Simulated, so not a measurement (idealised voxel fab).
Proc. module: voxel lift off
This is section cut - it's 275 nm across, gridded in 5 nm square cells.
Throughout this document, each cross-section is represented as a grid of square cells and is presented as a sequence of bands enumerated from the top downward, where a band comprises one or more rows of cells.
Band: top and bottom heights (nm) first, top before bottom; then materials from left to right, widths in nm. "everywhere" marks a sole material filling the band edge to edge. "empty" denotes empty space.
Basically, 0 is our baseline, since under it the wafer straight out of the box is all one material. The bottom band has no lower end and keeps on going down, so it looks like "0 down".
Width: "30..40" (first number = top row, second number = bottom row, same change from row to row of cells).
Reading "nothing different" for a step: not a cell of the cross-section changed in it.
Voids not open to the top, 8 cells minimum: see "Unvented cavities". Written width x height at distance; distance is from the left edge; nm.
after a step's settings: what the simulator itself notes on the step
You can add "overlay nm" to a step's line. For a step with a mask, it describes how far the mask lay to the right of its planned position, and a negative number describes a lay to the left.
**Set out below are the planned steps of the process**
1,RECEIVE [material Si]
2,CONFORMAL_DEP [material SiN] [thk nm 15]
3,PATTERN [tone open] [mask id LINES] [material resist] [width nm 30] [pitch nm 50] [thk nm 15] [overlay nm -15]
4,DIRECTIONAL_DEP [material Ru] [thk nm 5]
5,STRIP [etch materials resist]
6,CONFORMAL_DEP [material SiN] [thk nm 10]
Be aware that, although all wafers share a common starting state, the overlay nm at step 3 differs among them, and the plan displays the first wafer's value.
**The first of several wafers as received, shown in cross-section; this is its state after step 1**
- 0 down  Si everywhere
- Unvented cavities: none
**First of several wafers: cross-section at the end of the module, after step 6, its last step**
- 30 to 25  empty 45 nm; SiN 150 nm; empty 80 nm
- 25 to 20  SiN everywhere
- 20 to 15  SiN 55 nm; Ru 30 nm; SiN 20 nm; Ru 30 nm; SiN 20 nm; Ru 30 nm; SiN 90 nm
- 15 to 0  SiN everywhere
- 0 down  Si everywhere
- Unvented cavities: none
**Cross-section, last wafer, module completion**
- 30 to 25  empty 75 nm; SiN 150 nm; empty 50 nm
- 25 to 20  SiN everywhere
- 20 to 15  SiN 85 nm; Ru 30 nm; SiN 20 nm; Ru 30 nm; SiN 20 nm; Ru 30 nm; SiN 60 nm
- 15 to 0  SiN everywhere
- 0 down  Si everywhere
- Unvented cavities: none
**Row per wafer, end-of-module: cell gain (+)/loss (-) by material since the wafer came in, then closed voids**
overlay nm -15, +18 Ru, +287 SiN, Unvented cavities: none
overlay nm -10, +18 Ru, +287 SiN, Unvented cavities: none
overlay nm -5, +18 Ru, +287 SiN, Unvented cavities: none
overlay nm 0, +18 Ru, +287 SiN, Unvented cavities: none
overlay nm 5, +18 Ru, +287 SiN, Unvented cavities: none
overlay nm 10, +18 Ru, +287 SiN, Unvented cavities: none
overlay nm 15, +18 Ru, +287 SiN, Unvented cavities: none
